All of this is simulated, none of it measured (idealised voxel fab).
Process module name: voxel transistor to metal
Cross-section cut: width 185 nm, square cells of 5 nm.
Square cells in a grid make up a cross-section in this document, and the grid is given as bands, listed from the top down, each one or more rows of cells.
Band: top height; bottom height; in nm. Then, left to right: material with width in nm, for each material. "edge to edge": a single material spanning edge to edge. "empty": empty space.
Height is counted from the level 0, under which the received wafer is composed throughout of one material. The lowest of the bands is not closed at the bottom but continues downward, in the notation "0 down".
Think of "30->40" as a width that walks from the first number to the second as you go down the band, top row to bottom row, taking equal-sized steps from row to row.
"remained the same" after a step means that no cell of the cross-section changed.
"Tabulated closed voids" specifies each empty space that is not open to the top and that occupies no fewer than 8 cells, using the form width x height at distance, the distance measured from the left edge and all three quantities in nm.
On a step's line, text after the settings is the simulator commenting on that step.
overlay nm: on a step with a mask, how far right of its planned place the mask lay; negative means left.

The process steps that were planned are listed below:
1 RECEIVE | material Si
2 OXIDIZE | depth nm 5
3 CONFORMAL_DEP | material SiN | thk nm 10
4 DIRECTIONAL_DEP | material aC | thk nm 15
5 PATTERN | tone cover | mask id ACTIVE | material resist | width nm 110 | thk nm 30 | overlay nm 0
6 DIRECTIONAL_ETCH | etch materials aC | depth nm 15
7 STRIP | etch materials resist
8 DIRECTIONAL_ETCH | etch materials SiN | depth nm 10
9 DIRECTIONAL_ETCH | etch materials SiO2 | depth nm 5
10 DIRECTIONAL_ETCH | etch materials Si | depth nm 30
11 STRIP | etch materials aC
12 FILL_DEP | material SiO2 | thk nm 15
13 CMP | height nm 10
14 SELECTIVE_ETCH | etch materials SiO2 | depth nm 10
15 STRIP | etch materials SiN
16 SELECTIVE_ETCH | etch materials SiO2 | depth nm 5
17 OXIDIZE | depth nm 5
18 DIRECTIONAL_DEP | material polySi | thk nm 20
19 DIRECTIONAL_DEP | material SiCN | thk nm 10
20 MASKED_ETCH | tone cover | mask id GATE | width nm 30 | etch materials SiCN | depth nm 20 | overlay nm 0
21 MASKED_ETCH | tone cover | mask id GATE | width nm 30 | etch materials polySi | depth nm 30 | overlay nm 0
22 CONFORMAL_DEP | material SiO2 | thk nm 5
23 DIRECTIONAL_ETCH | etch materials SiO2 | depth nm 5
24 CONFORMAL_DEP | material SiN | thk nm 5
25 DIRECTIONAL_ETCH | etch materials SiN | depth nm 5
26 DIRECTIONAL_ETCH | etch materials SiO2 | depth nm 5
27 DIRECTIONAL_ETCH | etch materials Si | depth nm 10
28 EPI | material nSi | thk nm 15
29 FILL_DEP | material SiO2 | thk nm 5
30 CMP | height nm 15
31 STRIP | etch materials polySi
32 SELECTIVE_ETCH | etch materials SiO2 | depth nm 5
33 CONFORMAL_DEP | material HfO2 | thk nm 5
34 CONFORMAL_DEP | material TiN | thk nm 5
35 FILL_DEP | material W | thk nm 10
36 CMP | height nm 10
37 DIRECTIONAL_DEP | material SiO2 | thk nm 10
38 DIRECTIONAL_DEP | material aC | thk nm 10
39 PATTERN | tone open | mask id CONTACT | material resist | width nm 15 | pitch nm 75 | thk nm 30 | overlay nm 0
40 DIRECTIONAL_ETCH | etch materials aC | depth nm 10
41 STRIP | etch materials resist
42 DIRECTIONAL_ETCH | etch materials SiO2 | depth nm 25
43 STRIP | etch materials aC
44 CONFORMAL_DEP | material TiN | thk nm 5
45 FILL_DEP | material Ru | thk nm 10
46 CMP | height nm 20
47 CONFORMAL_DEP | material SiN | thk nm 5
48 DIRECTIONAL_DEP | material lowk | thk nm 25
49 MASKED_ETCH | tone open | mask id METAL_1 | width nm 15 | pitch nm 75 | etch materials lowk | depth nm 15 | overlay nm 0
50 MASKED_ETCH | tone open | mask id METAL_1 | width nm 15 | pitch nm 75 | etch materials SiN | depth nm 5 | overlay nm 0
51 CONFORMAL_DEP | material TiN | thk nm 5
52 FILL_DEP | material Ru | thk nm 10
53 CMP | height nm 50
54 EPI | material Ru | thk nm 5
55 FILL_DEP | material SiCN | thk nm 5
56 DIRECTIONAL_DEP | material lowk | thk nm 30
57 PATTERN | tone open | mask id METAL_2 | material resist | width nm 15 | pitch nm 75 | thk nm 15 | overlay nm 0
58 DIRECTIONAL_ETCH | etch materials lowk | depth nm 20
59 STRIP | etch materials resist
60 MASKED_ETCH | tone open | mask id METAL_2_HOLES | width nm 15 | pitch nm 75 | etch materials lowk | depth nm 10 | overlay nm 0
61 MASKED_ETCH | tone open | mask id METAL_2_HOLES | width nm 15 | pitch nm 75 | etch materials SiCN | depth nm 5 | overlay nm 0
62 CONFORMAL_DEP | material TiN | thk nm 5
63 FILL_DEP | material Cu | thk nm 10
64 CMP | height nm 90
65 CONFORMAL_DEP | material SiN | thk nm 5
Wafers differ in depth nm at step 49; plan lists the first wafer's value; identical starting state.

Cross-section: the first of several wafers in its as-received state, i.e. following step 1:
  0 down = Si edge to edge
  Tabulated closed voids: none

Row per wafer, end-of-module: cell gain (+)/loss (-) by material since the wafer came in, then closed voids:
depth nm 15; +12 Cu; +14 HfO2; +18 Ru; -173 Si; +58 SiCN; +80 SiN; +211 SiO2; +72 TiN; +8 W; +353 lowk; +50 nSi; Tabulated closed voids: none
depth nm 20; +12 Cu; +14 HfO2; +20 Ru; -173 Si; +58 SiCN; +80 SiN; +211 SiO2; +76 TiN; +8 W; +347 lowk; +50 nSi; Tabulated closed voids: none
depth nm 25; +12 Cu; +14 HfO2; +24 Ru; -173 Si; +58 SiCN; +74 SiN; +211 SiO2; +84 TiN; +8 W; +341 lowk; +50 nSi; Tabulated closed voids: none
depth nm 30; +12 Cu; +14 HfO2; +24 Ru; -173 Si; +58 SiCN; +74 SiN; +211 SiO2; +84 TiN; +8 W; +341 lowk; +50 nSi; Tabulated closed voids: none
depth nm 35; +12 Cu; +14 HfO2; +24 Ru; -173 Si; +58 SiCN; +74 SiN; +211 SiO2; +84 TiN; +8 W; +341 lowk; +50 nSi; Tabulated closed voids: none
depth nm 40; +12 Cu; +14 HfO2; +24 Ru; -173 Si; +58 SiCN; +74 SiN; +211 SiO2; +84 TiN; +8 W; +341 lowk; +50 nSi; Tabulated closed voids: none
